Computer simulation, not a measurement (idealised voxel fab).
Process module in this document: voxel local oxidation
Cross-section cut: width 220 nm, square cells of 5 nm.
Cross-section layout: square cells on a grid; listed as bands, top to bottom; a band spans one or more cell rows. Each band's line starts with the height of the band's top and of its bottom, in nm. Then come its materials from left to right, each with its width in nm. One material with "all across" fills the band from edge to edge. "air" is empty space. Ref level 0: as-received wafer is one material below here. Bottom band extends down with no lower bound ("top 0, no bottom"). The width entry "30->40" should be interpreted row by row: the top row of cells in the band takes the first number, the bottom row takes the second number, and the change between adjacent rows is uniform throughout. A step reported as "remained the same" is a step in which no cell of the cross-section changed. "Voids, sealed" lists enclosed empty spaces (at least 8 cells, no open path upward to the top), each as width x height at distance from the left edge, in nm. It should be noted that, on the line of a given step, the content following the step's settings is a remark produced by the simulator itself with respect to that step. The optional step-line setting "overlay nm" applies to steps with a mask and quantifies how far to the right of its planned location the mask lay, a negative value indicating leftward placement.
Planned step list for the process:
1: RECEIVE: material Si
2: OXIDIZE: depth nm 5
3: CONFORMAL_DEP: material SiN, thk nm 10
4: DIRECTIONAL_DEP: material aC, thk nm 10
5: PATTERN: tone cover, mask id ACTIVE, material resist, width nm 115, thk nm 25, overlay nm 0
6: DIRECTIONAL_ETCH: etch materials aC, depth nm 10
7: STRIP: etch materials resist
8: DIRECTIONAL_ETCH: etch materials SiN, depth nm 10
9: STRIP: etch materials aC
10: SELECTIVE_ETCH: etch materials SiO2, depth nm 5
11: OXIDIZE: depth nm 15
12: STRIP: etch materials SiN
Cross-section of the wafer as it came to us, i.e., already through step 1:
top 0, no bottom = Si all across
Voids, sealed: none
Here's the wafer cut in cross-section after the module, started and planned just like above, except one thing was done wrong in the run:
top 0, bottom -5 = air=60 | SiO2=105 | air=55
top -5, bottom -20 = SiO2=75 | Si=75 | SiO2=70
top -20, no bottom = Si all across
Voids, sealed: none
What broke from the plan during processing? step 5 did not use the planned setting and instead ran as PATTERN: tone cover, mask id ACTIVE, material resist, width nm 115, thk nm 25, overlay nm 5
